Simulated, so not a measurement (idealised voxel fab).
The name of this process module is voxel gate over fins.
The cross-section shown here is cut; it is 225 nm wide and divided into square cells measuring 5 nm on a side.
In what follows, cross-sections appear as grids of square cells, described through bands that run from the top down, where every band is one or more rows of cells. Top, bottom (nm), then materials left to right with widths (nm); lone material tagged "everywhere" fills the whole band edge to edge; "blank" = empty space. Basically, 0 is our baseline, since under it the wafer straight out of the box is all one material. The bottom band has no lower end and keeps on going down, so it looks like "0..down". Width spec "30 to 40" -> top row of cells at first value, bottom row at second value, equal per-row change in between. Step note "no change" = no cross-section cell changed. Empty spaces without an open route to the top, at least 8 cells in extent, make up the entry "Trapped cavities"; each is given as width x height at distance, where the distance is measured from the left edge, and all are in nm. Anything after a step's settings on that line? It's the simulator's own note about the step. You can add "overlay nm" to a step's line. For a step with a mask, it describes how far the mask lay to the right of its planned position, and a negative number describes a lay to the left.

# Intended process steps
1: RECEIVE, material Si
2: CONFORMAL_DEP, material SiN, thk nm 5
3: PATTERN, tone cover, mask id FINS, material resist, width nm 15, pitch nm 35, thk nm 15, overlay nm -15
4: DIRECTIONAL_ETCH, etch materials SiN, depth nm 5
5: DIRECTIONAL_ETCH, etch materials Si, depth nm 40
6: STRIP, etch materials resist
7: OXIDIZE, depth nm 5
8: FILL_DEP, material SiO2, thk nm 15
9: CMP, height nm 5
10: SELECTIVE_ETCH, etch materials SiO2, depth nm 20
11: STRIP, etch materials SiN
12: CONFORMAL_DEP, material HfO2, thk nm 5
13: CONFORMAL_DEP, material TiN, thk nm 5
14: FILL_DEP, material W, thk nm 15
15: CMP, height nm 20
16: CONFORMAL_DEP, material SiCN, thk nm 5
The plan shows the overlay nm of step 3 as the first wafer had it; this setting differs between the wafers, which start out alike.

# As received, i.e. after step 1: cross-section through the first of several wafers
- 0..down = Si everywhere
- Trapped cavities: none

# Gained (+) or lost (-) cells of each material since receipt, then closed voids: one row per wafer, at the end of the module
overlay nm -15; +63 HfO2; -378 Si; +45 SiCN; +252 SiO2; +63 TiN; +180 W; Trapped cavities: none
overlay nm -10; +63 HfO2; -378 Si; +45 SiCN; +252 SiO2; +63 TiN; +180 W; Trapped cavities: none
overlay nm -5; +63 HfO2; -378 Si; +45 SiCN; +252 SiO2; +63 TiN; +180 W; Trapped cavities: none
overlay nm 0; +63 HfO2; -378 Si; +45 SiCN; +252 SiO2; +63 TiN; +180 W; Trapped cavities: none
overlay nm 5; +63 HfO2; -378 Si; +45 SiCN; +252 SiO2; +63 TiN; +180 W; Trapped cavities: none
overlay nm 10; +63 HfO2; -378 Si; +45 SiCN; +252 SiO2; +63 TiN; +180 W; Trapped cavities: none
overlay nm 15; +63 HfO2; -378 Si; +45 SiCN; +252 SiO2; +63 TiN; +180 W; Trapped cavities: none
